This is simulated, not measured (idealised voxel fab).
Module name: voxel quadruple lines (process module)
For reference, the cross-section in this document is cut, with width 220 nm and square cells of 5 nm.
If you're reading a cross-section in this doc, picture square cells in a grid; it comes to you as bands, top ones listed first down to the bottom, and a band can be one or more rows of cells. The band entry comprises the height of the band's top followed by the height of its bottom, expressed in nm, and subsequently the band's materials from left to right, each stated together with its width in nm. Where a single material is marked with the word "full width", that material fills the band from edge to edge. The word "air" represents empty space. Height reference: 0 = level under which incoming wafer is all one material. Lowest band: no bottom, runs on downward, e.g. "z 0 and below". Quick explanation for "30..40": the width changes in equal steps down the rows of cells, from the first number in the band's top row to the second number in its bottom row. Given "changes: none" for a step, no cell of the cross-section differs between before and after that step. If an empty space has no open way to the top and is at least 8 cells in size, "Sealed-off cavities" lists it, written width x height at distance, where distance is measured from the left edge and every value is in nm. On a step's line, text after the settings is the simulator commenting on that step. When a step includes a mask, the "overlay nm" setting on its line states how far to the right of its planned place that mask lay, and negative values state how far to the left.
plan:
1. RECEIVE: material Si
2. CONFORMAL_DEP: material SiO2, thk nm 5
3. DIRECTIONAL_DEP: material W, thk nm 15
4. DIRECTIONAL_DEP: material polySi, thk nm 20
5. DIRECTIONAL_DEP: material aC, thk nm 20
6. PATTERN: tone cover, mask id MANDREL, material resist, width nm 25, thk nm 30, overlay nm 0
7. DIRECTIONAL_ETCH: etch materials aC, depth nm 20
8. STRIP: etch materials resist
9. CONFORMAL_DEP: material SiO2, thk nm 15
10. DIRECTIONAL_ETCH: etch materials SiO2, depth nm 15
11. STRIP: etch materials aC
12. DIRECTIONAL_ETCH: etch materials polySi, depth nm 20
13. STRIP: etch materials SiO2
14. CONFORMAL_DEP: material SiCN, thk nm 5
15. DIRECTIONAL_ETCH: etch materials SiCN, depth nm 5
16. STRIP: etch materials polySi
17. DIRECTIONAL_ETCH: etch materials W, depth nm 15
18. STRIP: etch materials SiCN
19. FILL_DEP: material lowk, thk nm 10
20. CMP: height nm 20
As-received state of the wafer in cross-section, equivalent to post-step 1:
z 0 and below  Si full width
Sealed-off cavities: none
Look at the cross-section after the module: the wafer started out the way shown above and the plan was the one shown above, yet one mistake was made along the way:
z 20 to 5  lowk 90, W 5, lowk 25, W 5, lowk 95
z 5 to 0  SiO2 full width
z 0 and below  Si full width
Sealed-off cavities: none
Short version of what went wrong: step 6 went in with a setting other than planned; the actual run was PATTERN: tone open, mask id MANDREL, material resist, width nm 25, thk nm 30, overlay nm 0
